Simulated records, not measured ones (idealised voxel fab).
process module | voxel transistor to metal
cross-section cut | 200 nm wide | cells 5 nm
A cross-section is a grid of square cells, given in bands from the top down. A band is one or more rows of cells.
Each band's line starts with the height of the band's top and of its bottom, in nm. Then come its materials from left to right, each with its width in nm. One material with "throughout" fills the band from edge to edge. "air" is empty space.
Height 0 is the level under which the wafer as received is all one material. The lowest band goes on downwards, as in "0 down".
A width such as "30 to 40" changes by the same amount from each row of cells to the next, from the band's top row to its bottom row.
"no change" after a step means that no cell of the cross-section changed.
closed voids: empty space of 8 cells or more with no open way to the top, each as width x height at its distance from the left edge, in nm
after a step's settings: what the simulator itself notes on the step
overlay nm, on a step with a mask: how far to the right of its planned place the mask lay; to the left if negative
plan
1 op RECEIVE | material Si
2 op OXIDIZE | depth nm 5
3 op CONFORMAL_DEP | material SiN | thk nm 15
4 op PATTERN | tone cover | mask id ACTIVE | material resist | width nm 125 | thk nm 15 | overlay nm 0
5 op DIRECTIONAL_ETCH | etch materials SiN | depth nm 15
6 op DIRECTIONAL_ETCH | etch materials SiO2 | depth nm 5
7 op DIRECTIONAL_ETCH | etch materials Si | depth nm 25
8 op STRIP | etch materials resist
9 op OXIDIZE | depth nm 5
10 op FILL_DEP | material SiO2 | thk nm 10
11 op CMP | height nm 15
12 op SELECTIVE_ETCH | etch materials SiO2 | depth nm 10
13 op STRIP | etch materials SiN
14 op SELECTIVE_ETCH | etch materials SiO2 | depth nm 5
15 op OXIDIZE | depth nm 5
16 op DIRECTIONAL_DEP | material polySi | thk nm 20
17 op DIRECTIONAL_DEP | material SiCN | thk nm 15
18 op PATTERN | tone cover | mask id GATE | material resist | width nm 35 | thk nm 15 | overlay nm 0
19 op DIRECTIONAL_ETCH | etch materials SiCN | depth nm 25
20 op DIRECTIONAL_ETCH | etch materials polySi | depth nm 30
21 op STRIP | etch materials resist
22 op CONFORMAL_DEP | material SiN | thk nm 10
23 op DIRECTIONAL_ETCH | etch materials SiN | depth nm 10
24 op DIRECTIONAL_ETCH | etch materials SiO2 | depth nm 5
25 op DIRECTIONAL_ETCH | etch materials Si | depth nm 10
26 op EPI | material SiGe | thk nm 10
27 op FILL_DEP | material SiO2 | thk nm 5
28 op CMP | height nm 15
29 op STRIP | etch materials polySi
30 op SELECTIVE_ETCH | etch materials SiO2 | depth nm 5
31 op CONFORMAL_DEP | material HfO2 | thk nm 5
32 op CONFORMAL_DEP | material TiN | thk nm 5
33 op FILL_DEP | material W | thk nm 10
34 op CMP | height nm 10
35 op DIRECTIONAL_DEP | material SiO2 | thk nm 10
36 op MASKED_ETCH | tone open | mask id CONTACT | width nm 15 | pitch nm 90 | etch materials SiO2 | depth nm 30 | overlay nm 0
37 op CONFORMAL_DEP | material TiN | thk nm 5
38 op FILL_DEP | material W | thk nm 10
39 op CMP | height nm 20
40 op CONFORMAL_DEP | material SiN | thk nm 5
41 op DIRECTIONAL_DEP | material SiO2 | thk nm 20
42 op PATTERN | tone open | mask id METAL_1 | material resist | width nm 15 | pitch nm 90 | thk nm 20 | overlay nm 0
43 op DIRECTIONAL_ETCH | etch materials SiO2 | depth nm 20
44 op DIRECTIONAL_ETCH | etch materials SiN | depth nm 5
45 op STRIP | etch materials resist
46 op CONFORMAL_DEP | material TiN | thk nm 5
47 op FILL_DEP | material Cu | thk nm 5
48 op CMP | height nm 45
49 op CONFORMAL_DEP | material SiN | thk nm 5
first wafer, as planned
as received, after step 1
  0 down: Si throughout
  closed voids: none
after step 2
  0 to -5: SiO2 throughout
  below -5: unchanged
after step 3
  15 to 0: SiN throughout
  below 0: unchanged
after step 4
  30 to 15: air 35 | resist 125 | air 40
  below 15: unchanged
after step 5
  30 to 15: air 35 | resist 125 | air 40
  15 to 0: air 35 | SiN 125 | air 40
  below 0: unchanged
after step 6
  30 to 15: air 35 | resist 125 | air 40
  15 to 0: air 35 | SiN 125 | air 40
  0 to -5: air 35 | SiO2 125 | air 40
  below -5: unchanged
after step 7
  30 to 15: air 35 | resist 125 | air 40
  15 to 0: air 35 | SiN 125 | air 40
  0 to -5: air 35 | SiO2 125 | air 40
  -5 to -30: air 35 | Si 125 | air 40
  below -30: unchanged
after step 8
  15 to 0: air 35 | SiN 125 | air 40
  below 0: unchanged
after step 9
  15 to 0: air 35 | SiN 125 | air 40
  0 to -5: air 35 | SiO2 125 | air 40
  -5 to -30: air 35 | SiO2 5 | Si 115 | SiO2 5 | air 40
  -30 to -35: SiO2 40 | Si 115 | SiO2 45
  below -35: unchanged
after step 10
  25 to 15: SiO2 throughout
  15 to 0: SiO2 35 | SiN 125 | SiO2 40
  0 to -5: SiO2 throughout
  -5 to -35: SiO2 40 | Si 115 | SiO2 45
  below -35: unchanged
after step 11
  15 to 0: SiO2 35 | SiN 125 | SiO2 40
  below 0: unchanged
after step 12
  15 to 5: air 35 | SiN 125 | air 40
  below 5: unchanged
after step 13
  5 to 0: SiO2 35 | air 125 | SiO2 40
  below 0: unchanged
after step 14
  0 to -5: SiO2 30 | air 135 | SiO2 35
  below -5: unchanged
after step 15
  0 to -5: SiO2 30 | air 135 | SiO2 35
  -5 to -10: SiO2 throughout
  below -10: unchanged
after step 16
  20 to 15: polySi 30 | air 135 | polySi 35
  15 to 0: polySi throughout
  0 to -5: SiO2 30 | polySi 135 | SiO2 35
  below -5: unchanged
after step 17
  35 to 30: SiCN 30 | air 135 | SiCN 35
  30 to 20: SiCN throughout
  20 to 15: polySi 30 | SiCN 135 | polySi 35
  below 15: unchanged
after step 18
  50 to 35: air 80 | resist 35 | air 85
  35 to 30: SiCN 30 | air 50 | resist 35 | air 50 | SiCN 35
  below 30: unchanged
after step 19
  50 to 30: air 80 | resist 35 | air 85
  30 to 20: air 80 | SiCN 35 | air 85
  20 to 15: polySi 30 | air 50 | SiCN 35 | air 50 | polySi 35
  below 15: unchanged
after step 20
  50 to 30: air 80 | resist 35 | air 85
  30 to 15: air 80 | SiCN 35 | air 85
  15 to 0: air 80 | polySi 35 | air 85
  0 to -5: SiO2 30 | air 50 | polySi 35 | air 50 | SiO2 35
  below -5: unchanged
after step 21
  30 to 15: air 80 | SiCN 35 | air 85
  below 15: unchanged
after step 22
  40 to 30: air 70 | SiN 55 | air 75
  30 to 15: air 70 | SiN 10 | SiCN 35 | SiN 10 | air 75
  15 to 10: air 70 | SiN 10 | polySi 35 | SiN 10 | air 75
  10 to 5: SiN 40 | air 30 | SiN 10 | polySi 35 | SiN 10 | air 30 | SiN 45
  5 to 0: SiN 80 | polySi 35 | SiN 85
  0 to -5: SiO2 30 | SiN 50 | polySi 35 | SiN 50 | SiO2 35
  below -5: unchanged
after step 23
  30 to 15: air 70 | SiN 10 | SiCN 35 | SiN 10 | air 75
  15 to 0: air 70 | SiN 10 | polySi 35 | SiN 10 | air 75
  0 to -5: SiO2 30 | SiN 10 | air 30 | SiN 10 | polySi 35 | SiN 10 | air 30 | SiN 10 | SiO2 35
  below -5: unchanged
after step 24
  30 to 15: air 70 | SiN 10 | SiCN 35 | SiN 10 | air 75
  15 to 0: air 70 | SiN 10 | polySi 35 | SiN 10 | air 75
  0 to -5: air 30 | SiN 10 | air 30 | SiN 10 | polySi 35 | SiN 10 | air 30 | SiN 10 | air 35
  -5 to -10: SiO2 40 | air 30 | SiO2 55 | air 30 | SiO2 45
  below -10: unchanged
after step 25
  30 to 15: air 70 | SiN 10 | SiCN 35 | SiN 10 | air 75
  15 to 0: air 70 | SiN 10 | polySi 35 | SiN 10 | air 75
  0 to -5: air 30 | SiN 10 | air 30 | SiN 10 | polySi 35 | SiN 10 | air 30 | SiN 10 | air 35
  -5 to -10: SiO2 40 | air 30 | SiO2 55 | air 30 | SiO2 45
  -10 to -20: SiO2 40 | air 30 | Si 55 | air 30 | SiO2 45
  below -20: unchanged
after step 26
  30 to 15: air 70 | SiN 10 | SiCN 35 | SiN 10 | air 75
  15 to 0: air 70 | SiN 10 | polySi 35 | SiN 10 | air 75
  0 to -5: air 30 | SiN 10 | air 20 | SiGe 10 | SiN 10 | polySi 35 | SiN 10 | SiGe 10 | air 20 | SiN 10 | air 35
  -5 to -10: SiO2 40 | air 20 | SiGe 10 | SiO2 55 | SiGe 10 | air 20 | SiO2 45
  -10 to -20: SiO2 40 | SiGe 30 | Si 55 | SiGe 30 | SiO2 45
  below -20: unchanged
after step 27
  35 to 30: SiO2 throughout
  30 to 15: SiO2 70 | SiN 10 | SiCN 35 | SiN 10 | SiO2 75
  15 to 0: SiO2 70 | SiN 10 | polySi 35 | SiN 10 | SiO2 75
  0 to -5: SiO2 30 | SiN 10 | SiO2 20 | SiGe 10 | SiN 10 | polySi 35 | SiN 10 | SiGe 10 | SiO2 20 | SiN 10 | SiO2 35
  -5 to -10: SiO2 60 | SiGe 10 | SiO2 55 | SiGe 10 | SiO2 65
  below -10: unchanged
after step 28
  15 to 0: SiO2 70 | SiN 10 | polySi 35 | SiN 10 | SiO2 75
  below 0: unchanged
after step 29
  15 to 0: SiO2 70 | SiN 10 | air 35 | SiN 10 | SiO2 75
  0 to -5: SiO2 30 | SiN 10 | SiO2 20 | SiGe 10 | SiN 10 | air 35 | SiN 10 | SiGe 10 | SiO2 20 | SiN 10 | SiO2 35
  below -5: unchanged
after step 30
  15 to 10: air 70 | SiN 10 | air 35 | SiN 10 | air 75
  10 to 0: SiO2 70 | SiN 10 | air 35 | SiN 10 | SiO2 75
  0 to -5: SiO2 30 | SiN 10 | SiO2 20 | SiGe 10 | SiN 10 | air 35 | SiN 10 | SiGe 10 | SiO2 20 | SiN 10 | SiO2 35
  -5 to -10: SiO2 60 | SiGe 10 | SiO2 5 | air 45 | SiO2 5 | SiGe 10 | SiO2 65
  below -10: unchanged
after step 31
  20 to 15: air 65 | HfO2 20 | air 25 | HfO2 20 | air 70
  15 to 10: HfO2 70 | SiN 10 | HfO2 5 | air 25 | HfO2 5 | SiN 10 | HfO2 75
  10 to 0: SiO2 70 | SiN 10 | HfO2 5 | air 25 | HfO2 5 | SiN 10 | SiO2 75
  0 to -5: SiO2 30 | SiN 10 | SiO2 20 | SiGe 10 | SiN 10 | HfO2 5 | air 25 | HfO2 5 | SiN 10 | SiGe 10 | SiO2 20 | SiN 10 | SiO2 35
  -5 to -10: SiO2 60 | SiGe 10 | SiO2 5 | HfO2 45 | SiO2 5 | SiGe 10 | SiO2 65
  below -10: unchanged
after step 32
  25 to 20: air 60 | TiN 30 | air 15 | TiN 30 | air 65
  20 to 15: TiN 65 | HfO2 20 | TiN 5 | air 15 | TiN 5 | HfO2 20 | TiN 70
  15 to 10: HfO2 70 | SiN 10 | HfO2 5 | TiN 5 | air 15 | TiN 5 | HfO2 5 | SiN 10 | HfO2 75
  10 to 0: SiO2 70 | SiN 10 | HfO2 5 | TiN 5 | air 15 | TiN 5 | HfO2 5 | SiN 10 | SiO2 75
  0 to -5: SiO2 30 | SiN 10 | SiO2 20 | SiGe 10 | SiN 10 | HfO2 5 | TiN 25 | HfO2 5 | SiN 10 | SiGe 10 | SiO2 20 | SiN 10 | SiO2 35
  below -5: unchanged
after step 33
  35 to 25: W throughout
  25 to 20: W 60 | TiN 30 | W 15 | TiN 30 | W 65
  20 to 15: TiN 65 | HfO2 20 | TiN 5 | W 15 | TiN 5 | HfO2 20 | TiN 70
  15 to 10: HfO2 70 | SiN 10 | HfO2 5 | TiN 5 | W 15 | TiN 5 | HfO2 5 | SiN 10 | HfO2 75
  10 to 0: SiO2 70 | SiN 10 | HfO2 5 | TiN 5 | W 15 | TiN 5 | HfO2 5 | SiN 10 | SiO2 75
  below 0: unchanged
after step 34
  10 to 0: SiO2 70 | SiN 10 | HfO2 5 | TiN 5 | W 15 | TiN 5 | HfO2 5 | SiN 10 | SiO2 75
  below 0: unchanged
after step 35
  20 to 10: SiO2 throughout
  below 10: unchanged
after step 36
  20 to 10: SiO2 45 | air 15 | SiO2 75 | air 15 | SiO2 50
  10 to 0: SiO2 45 | air 15 | SiO2 10 | SiN 10 | HfO2 5 | TiN 5 | W 15 | TiN 5 | HfO2 5 | SiN 10 | SiO2 10 | air 15 | SiO2 50
  0 to -5: SiO2 30 | SiN 10 | SiO2 5 | air 15 | SiGe 10 | SiN 10 | HfO2 5 | TiN 25 | HfO2 5 | SiN 10 | SiGe 10 | air 15 | SiO2 5 | SiN 10 | SiO2 35
  -5 to -10: SiO2 45 | air 15 | SiGe 10 | SiO2 5 | HfO2 45 | SiO2 5 | SiGe 10 | air 15 | SiO2 50
  below -10: unchanged
after step 37
  25 to 20: TiN 50 | air 5 | TiN 85 | air 5 | TiN 55
  20 to 10: SiO2 45 | TiN 5 | air 5 | TiN 5 | SiO2 75 | TiN 5 | air 5 | TiN 5 | SiO2 50
  10 to 0: SiO2 45 | TiN 5 | air 5 | TiN 5 | SiO2 10 | SiN 10 | HfO2 5 | TiN 5 | W 15 | TiN 5 | HfO2 5 | SiN 10 | SiO2 10 | TiN 5 | air 5 | TiN 5 | SiO2 50
  0 to -5: SiO2 30 | SiN 10 | SiO2 5 | TiN 5 | air 5 | TiN 5 | SiGe 10 | SiN 10 | HfO2 5 | TiN 25 | HfO2 5 | SiN 10 | SiGe 10 | TiN 5 | air 5 | TiN 5 | SiO2 5 | SiN 10 | SiO2 35
  -5 to -10: SiO2 45 | TiN 15 | SiGe 10 | SiO2 5 | HfO2 45 | SiO2 5 | SiGe 10 | TiN 15 | SiO2 50
  below -10: unchanged
after step 38
  35 to 25: W throughout
  25 to 20: TiN 50 | W 5 | TiN 85 | W 5 | TiN 55
  20 to 10: SiO2 45 | TiN 5 | W 5 | TiN 5 | SiO2 75 | TiN 5 | W 5 | TiN 5 | SiO2 50
  10 to 0: SiO2 45 | TiN 5 | W 5 | TiN 5 | SiO2 10 | SiN 10 | HfO2 5 | TiN 5 | W 15 | TiN 5 | HfO2 5 | SiN 10 | SiO2 10 | TiN 5 | W 5 | TiN 5 | SiO2 50
  0 to -5: SiO2 30 | SiN 10 | SiO2 5 | TiN 5 | W 5 | TiN 5 | SiGe 10 | SiN 10 | HfO2 5 | TiN 25 | HfO2 5 | SiN 10 | SiGe 10 | TiN 5 | W 5 | TiN 5 | SiO2 5 | SiN 10 | SiO2 35
  below -5: unchanged
after step 39
  20 to 10: SiO2 45 | TiN 5 | W 5 | TiN 5 | SiO2 75 | TiN 5 | W 5 | TiN 5 | SiO2 50
  below 10: unchanged
after step 40
  25 to 20: SiN throughout
  below 20: unchanged
after step 41
  45 to 25: SiO2 throughout
  below 25: unchanged
after step 42
  65 to 45: resist 45 | air 15 | resist 75 | air 15 | resist 50
  below 45: unchanged
after step 43
  65 to 45: resist 45 | air 15 | resist 75 | air 15 | resist 50
  45 to 25: SiO2 45 | air 15 | SiO2 75 | air 15 | SiO2 50
  below 25: unchanged
after step 44
  65 to 45: resist 45 | air 15 | resist 75 | air 15 | resist 50
  45 to 25: SiO2 45 | air 15 | SiO2 75 | air 15 | SiO2 50
  25 to 20: SiN 45 | air 15 | SiN 75 | air 15 | SiN 50
  below 20: unchanged
after step 45
  45 to 25: SiO2 45 | air 15 | SiO2 75 | air 15 | SiO2 50
  below 25: unchanged
after step 46
  50 to 45: TiN 50 | air 5 | TiN 85 | air 5 | TiN 55
  45 to 25: SiO2 45 | TiN 5 | air 5 | TiN 5 | SiO2 75 | TiN 5 | air 5 | TiN 5 | SiO2 50
  25 to 20: SiN 45 | TiN 15 | SiN 75 | TiN 15 | SiN 50
  below 20: unchanged
after step 47
  55 to 50: Cu throughout
  50 to 45: TiN 50 | Cu 5 | TiN 85 | Cu 5 | TiN 55
  45 to 25: SiO2 45 | TiN 5 | Cu 5 | TiN 5 | SiO2 75 | TiN 5 | Cu 5 | TiN 5 | SiO2 50
  below 25: unchanged
after step 48
  45 to 25: SiO2 45 | TiN 5 | Cu 5 | TiN 5 | SiO2 75 | TiN 5 | Cu 5 | TiN 5 | SiO2 50
  below 25: unchanged
after step 49
  50 to 45: SiN throughout
  below 45: unchanged
second wafer: like start, like plan, one mistake. Through step 3 it matches the first wafer
when step 4 should have ended
  30 to 15: air 40 | resist 120 | air 40
  below 15: unchanged
when step 5 should have ended
  30 to 15: air 40 | resist 120 | air 40
  15 to 0: air 40 | SiN 120 | air 40
  below 0: unchanged
when step 6 should have ended
  30 to 15: air 40 | resist 120 | air 40
  15 to 0: air 40 | SiN 120 | air 40
  0 to -5: air 40 | SiO2 120 | air 40
  below -5: unchanged
when step 7 should have ended
  30 to 15: air 40 | resist 120 | air 40
  15 to 0: air 40 | SiN 120 | air 40
  0 to -5: air 40 | SiO2 120 | air 40
  -5 to -30: air 40 | Si 120 | air 40
  below -30: unchanged
when step 8 should have ended
  15 to 0: air 40 | SiN 120 | air 40
  below 0: unchanged
when step 9 should have ended
  15 to 0: air 40 | SiN 120 | air 40
  0 to -5: air 40 | SiO2 120 | air 40
  -5 to -30: air 40 | SiO2 5 | Si 110 | SiO2 5 | air 40
  -30 to -35: SiO2 45 | Si 110 | SiO2 45
  below -35: unchanged
when step 10 should have ended
  25 to 15: SiO2 throughout
  15 to 0: SiO2 40 | SiN 120 | SiO2 40
  0 to -5: SiO2 throughout
  -5 to -35: SiO2 45 | Si 110 | SiO2 45
  below -35: unchanged
when step 11 should have ended
  15 to 0: SiO2 40 | SiN 120 | SiO2 40
  below 0: unchanged
when step 12 should have ended
  15 to 5: air 40 | SiN 120 | air 40
  below 5: unchanged
when step 13 should have ended
  5 to 0: SiO2 40 | air 120 | SiO2 40
  below 0: unchanged
when step 14 should have ended
  0 to -5: SiO2 35 | air 130 | SiO2 35
  below -5: unchanged
when step 15 should have ended
  0 to -5: SiO2 35 | air 130 | SiO2 35
  -5 to -10: SiO2 throughout
  below -10: unchanged
when step 16 should have ended
  20 to 15: polySi 35 | air 130 | polySi 35
  15 to 0: polySi throughout
  0 to -5: SiO2 35 | polySi 130 | SiO2 35
  below -5: unchanged
when step 17 should have ended
  35 to 30: SiCN 35 | air 130 | SiCN 35
  30 to 20: SiCN throughout
  20 to 15: polySi 35 | SiCN 130 | polySi 35
  below 15: unchanged
when step 18 should have ended
  50 to 35: air 80 | resist 35 | air 85
  35 to 30: SiCN 35 | air 45 | resist 35 | air 50 | SiCN 35
  below 30: unchanged
when step 19 should have ended
  50 to 30: air 80 | resist 35 | air 85
  30 to 20: air 80 | SiCN 35 | air 85
  20 to 15: polySi 35 | air 45 | SiCN 35 | air 50 | polySi 35
  below 15: unchanged
when step 20 should have ended
  50 to 30: air 80 | resist 35 | air 85
  30 to 15: air 80 | SiCN 35 | air 85
  15 to 0: air 80 | polySi 35 | air 85
  0 to -5: SiO2 35 | air 45 | polySi 35 | air 50 | SiO2 35
  below -5: unchanged
when step 21 should have ended
  30 to 15: air 80 | SiCN 35 | air 85
  below 15: unchanged
when step 22 should have ended
  40 to 30: air 70 | SiN 55 | air 75
  30 to 15: air 70 | SiN 10 | SiCN 35 | SiN 10 | air 75
  15 to 10: air 70 | SiN 10 | polySi 35 | SiN 10 | air 75
  10 to 5: SiN 45 | air 25 | SiN 10 | polySi 35 | SiN 10 | air 30 | SiN 45
  5 to 0: SiN 80 | polySi 35 | SiN 85
  0 to -5: SiO2 35 | SiN 45 | polySi 35 | SiN 50 | SiO2 35
  below -5: unchanged
when step 23 should have ended
  30 to 15: air 70 | SiN 10 | SiCN 35 | SiN 10 | air 75
  15 to 0: air 70 | SiN 10 | polySi 35 | SiN 10 | air 75
  0 to -5: SiO2 35 | SiN 10 | air 25 | SiN 10 | polySi 35 | SiN 10 | air 30 | SiN 10 | SiO2 35
  below -5: unchanged
when step 24 should have ended
  30 to 15: air 70 | SiN 10 | SiCN 35 | SiN 10 | air 75
  15 to 0: air 70 | SiN 10 | polySi 35 | SiN 10 | air 75
  0 to -5: air 35 | SiN 10 | air 25 | SiN 10 | polySi 35 | SiN 10 | air 30 | SiN 10 | air 35
  -5 to -10: SiO2 45 | air 25 | SiO2 55 | air 30 | SiO2 45
  below -10: unchanged
when step 25 should have ended
  30 to 15: air 70 | SiN 10 | SiCN 35 | SiN 10 | air 75
  15 to 0: air 70 | SiN 10 | polySi 35 | SiN 10 | air 75
  0 to -5: air 35 | SiN 10 | air 25 | SiN 10 | polySi 35 | SiN 10 | air 30 | SiN 10 | air 35
  -5 to -10: SiO2 45 | air 25 | SiO2 55 | air 30 | SiO2 45
  -10 to -20: SiO2 45 | air 25 | Si 55 | air 30 | SiO2 45
  below -20: unchanged
when step 26 should have ended
  30 to 15: air 70 | SiN 10 | SiCN 35 | SiN 10 | air 75
  15 to 0: air 70 | SiN 10 | polySi 35 | SiN 10 | air 75
  0 to -5: air 35 | SiN 10 | air 15 | SiGe 10 | SiN 10 | polySi 35 | SiN 10 | SiGe 10 | air 20 | SiN 10 | air 35
  -5 to -10: SiO2 45 | air 15 | SiGe 10 | SiO2 55 | SiGe 10 | air 20 | SiO2 45
  -10 to -20: SiO2 45 | SiGe 25 | Si 55 | SiGe 30 | SiO2 45
  below -20: unchanged
when step 27 should have ended
  35 to 30: SiO2 throughout
  30 to 15: SiO2 70 | SiN 10 | SiCN 35 | SiN 10 | SiO2 75
  15 to 0: SiO2 70 | SiN 10 | polySi 35 | SiN 10 | SiO2 75
  0 to -5: SiO2 35 | SiN 10 | SiO2 15 | SiGe 10 | SiN 10 | polySi 35 | SiN 10 | SiGe 10 | SiO2 20 | SiN 10 | SiO2 35
  -5 to -10: SiO2 60 | SiGe 10 | SiO2 55 | SiGe 10 | SiO2 65
  below -10: unchanged
when step 28 should have ended
  15 to 0: SiO2 70 | SiN 10 | polySi 35 | SiN 10 | SiO2 75
  below 0: unchanged
when step 29 should have ended
  15 to 0: SiO2 70 | SiN 10 | air 35 | SiN 10 | SiO2 75
  0 to -5: SiO2 35 | SiN 10 | SiO2 15 | SiGe 10 | SiN 10 | air 35 | SiN 10 | SiGe 10 | SiO2 20 | SiN 10 | SiO2 35
  below -5: unchanged
when step 30 should have ended
  15 to 10: air 70 | SiN 10 | air 35 | SiN 10 | air 75
  10 to 0: SiO2 70 | SiN 10 | air 35 | SiN 10 | SiO2 75
  0 to -5: SiO2 35 | SiN 10 | SiO2 15 | SiGe 10 | SiN 10 | air 35 | SiN 10 | SiGe 10 | SiO2 20 | SiN 10 | SiO2 35
  -5 to -10: SiO2 60 | SiGe 10 | SiO2 5 | air 45 | SiO2 5 | SiGe 10 | SiO2 65
  below -10: unchanged
when step 31 should have ended
  20 to 15: air 65 | HfO2 20 | air 25 | HfO2 20 | air 70
  15 to 10: HfO2 70 | SiN 10 | HfO2 5 | air 25 | HfO2 5 | SiN 10 | HfO2 75
  10 to 0: SiO2 70 | SiN 10 | HfO2 5 | air 25 | HfO2 5 | SiN 10 | SiO2 75
  0 to -5: SiO2 35 | SiN 10 | SiO2 15 | SiGe 10 | SiN 10 | HfO2 5 | air 25 | HfO2 5 | SiN 10 | SiGe 10 | SiO2 20 | SiN 10 | SiO2 35
  -5 to -10: SiO2 60 | SiGe 10 | SiO2 5 | HfO2 45 | SiO2 5 | SiGe 10 | SiO2 65
  below -10: unchanged
when step 32 should have ended
  25 to 20: air 60 | TiN 30 | air 15 | TiN 30 | air 65
  20 to 15: TiN 65 | HfO2 20 | TiN 5 | air 15 | TiN 5 | HfO2 20 | TiN 70
  15 to 10: HfO2 70 | SiN 10 | HfO2 5 | TiN 5 | air 15 | TiN 5 | HfO2 5 | SiN 10 | HfO2 75
  10 to 0: SiO2 70 | SiN 10 | HfO2 5 | TiN 5 | air 15 | TiN 5 | HfO2 5 | SiN 10 | SiO2 75
  0 to -5: SiO2 35 | SiN 10 | SiO2 15 | SiGe 10 | SiN 10 | HfO2 5 | TiN 25 | HfO2 5 | SiN 10 | SiGe 10 | SiO2 20 | SiN 10 | SiO2 35
  below -5: unchanged
when step 33 should have ended
  35 to 25: W throughout
  25 to 20: W 60 | TiN 30 | W 15 | TiN 30 | W 65
  20 to 15: TiN 65 | HfO2 20 | TiN 5 | W 15 | TiN 5 | HfO2 20 | TiN 70
  15 to 10: HfO2 70 | SiN 10 | HfO2 5 | TiN 5 | W 15 | TiN 5 | HfO2 5 | SiN 10 | HfO2 75
  10 to 0: SiO2 70 | SiN 10 | HfO2 5 | TiN 5 | W 15 | TiN 5 | HfO2 5 | SiN 10 | SiO2 75
  below 0: unchanged
when step 34 should have ended
  10 to 0: SiO2 70 | SiN 10 | HfO2 5 | TiN 5 | W 15 | TiN 5 | HfO2 5 | SiN 10 | SiO2 75
  below 0: unchanged
when step 35 should have ended
  20 to 10: SiO2 throughout
  below 10: unchanged
when step 36 should have ended
  20 to 10: SiO2 45 | air 15 | SiO2 75 | air 15 | SiO2 50
  10 to 0: SiO2 45 | air 15 | SiO2 10 | SiN 10 | HfO2 5 | TiN 5 | W 15 | TiN 5 | HfO2 5 | SiN 10 | SiO2 10 | air 15 | SiO2 50
  0 to -5: SiO2 35 | SiN 10 | air 15 | SiGe 10 | SiN 10 | HfO2 5 | TiN 25 | HfO2 5 | SiN 10 | SiGe 10 | air 15 | SiO2 5 | SiN 10 | SiO2 35
  -5 to -10: SiO2 45 | air 15 | SiGe 10 | SiO2 5 | HfO2 45 | SiO2 5 | SiGe 10 | air 15 | SiO2 50
  below -10: unchanged
when step 37 should have ended
  25 to 20: TiN 50 | air 5 | TiN 85 | air 5 | TiN 55
  20 to 10: SiO2 45 | TiN 5 | air 5 | TiN 5 | SiO2 75 | TiN 5 | air 5 | TiN 5 | SiO2 50
  10 to 0: SiO2 45 | TiN 5 | air 5 | TiN 5 | SiO2 10 | SiN 10 | HfO2 5 | TiN 5 | W 15 | TiN 5 | HfO2 5 | SiN 10 | SiO2 10 | TiN 5 | air 5 | TiN 5 | SiO2 50
  0 to -5: SiO2 35 | SiN 10 | TiN 5 | air 5 | TiN 5 | SiGe 10 | SiN 10 | HfO2 5 | TiN 25 | HfO2 5 | SiN 10 | SiGe 10 | TiN 5 | air 5 | TiN 5 | SiO2 5 | SiN 10 | SiO2 35
  -5 to -10: SiO2 45 | TiN 15 | SiGe 10 | SiO2 5 | HfO2 45 | SiO2 5 | SiGe 10 | TiN 15 | SiO2 50
  below -10: unchanged
when step 38 should have ended
  35 to 25: W throughout
  25 to 20: TiN 50 | W 5 | TiN 85 | W 5 | TiN 55
  20 to 10: SiO2 45 | TiN 5 | W 5 | TiN 5 | SiO2 75 | TiN 5 | W 5 | TiN 5 | SiO2 50
  10 to 0: SiO2 45 | TiN 5 | W 5 | TiN 5 | SiO2 10 | SiN 10 | HfO2 5 | TiN 5 | W 15 | TiN 5 | HfO2 5 | SiN 10 | SiO2 10 | TiN 5 | W 5 | TiN 5 | SiO2 50
  0 to -5: SiO2 35 | SiN 10 | TiN 5 | W 5 | TiN 5 | SiGe 10 | SiN 10 | HfO2 5 | TiN 25 | HfO2 5 | SiN 10 | SiGe 10 | TiN 5 | W 5 | TiN 5 | SiO2 5 | SiN 10 | SiO2 35
  below -5: unchanged
when step 39 should have ended
  20 to 10: SiO2 45 | TiN 5 | W 5 | TiN 5 | SiO2 75 | TiN 5 | W 5 | TiN 5 | SiO2 50
  below 10: unchanged
when step 40 should have ended
  25 to 20: SiN throughout
  below 20: unchanged
when step 41 should have ended
  45 to 25: SiO2 throughout
  below 25: unchanged
when step 42 should have ended
  65 to 45: resist 45 | air 15 | resist 75 | air 15 | resist 50
  below 45: unchanged
when step 43 should have ended
  65 to 45: resist 45 | air 15 | resist 75 | air 15 | resist 50
  45 to 25: SiO2 45 | air 15 | SiO2 75 | air 15 | SiO2 50
  below 25: unchanged
when step 44 should have ended
  65 to 45: resist 45 | air 15 | resist 75 | air 15 | resist 50
  45 to 25: SiO2 45 | air 15 | SiO2 75 | air 15 | SiO2 50
  25 to 20: SiN 45 | air 15 | SiN 75 | air 15 | SiN 50
  below 20: unchanged
when step 45 should have ended
  45 to 25: SiO2 45 | air 15 | SiO2 75 | air 15 | SiO2 50
  below 25: unchanged
when step 46 should have ended
  50 to 45: TiN 50 | air 5 | TiN 85 | air 5 | TiN 55
  45 to 25: SiO2 45 | TiN 5 | air 5 | TiN 5 | SiO2 75 | TiN 5 | air 5 | TiN 5 | SiO2 50
  25 to 20: SiN 45 | TiN 15 | SiN 75 | TiN 15 | SiN 50
  below 20: unchanged
when step 47 should have ended
  55 to 50: Cu throughout
  50 to 45: TiN 50 | Cu 5 | TiN 85 | Cu 5 | TiN 55
  45 to 25: SiO2 45 | TiN 5 | Cu 5 | TiN 5 | SiO2 75 | TiN 5 | Cu 5 | TiN 5 | SiO2 50
  below 25: unchanged
when step 48 should have ended
  45 to 25: SiO2 45 | TiN 5 | Cu 5 | TiN 5 | SiO2 75 | TiN 5 | Cu 5 | TiN 5 | SiO2 50
  below 25: unchanged
when step 49 should have ended
  50 to 45: SiN throughout
  below 45: unchanged
what went wrong: step 4 ran as: op PATTERN | tone cover | mask id ACTIVE | material resist | width nm 120 | thk nm 15 | overlay nm 0
at the end the second wafer has, in cells: 3 fewer of Si | 2 fewer of SiGe | 5 more of SiO2
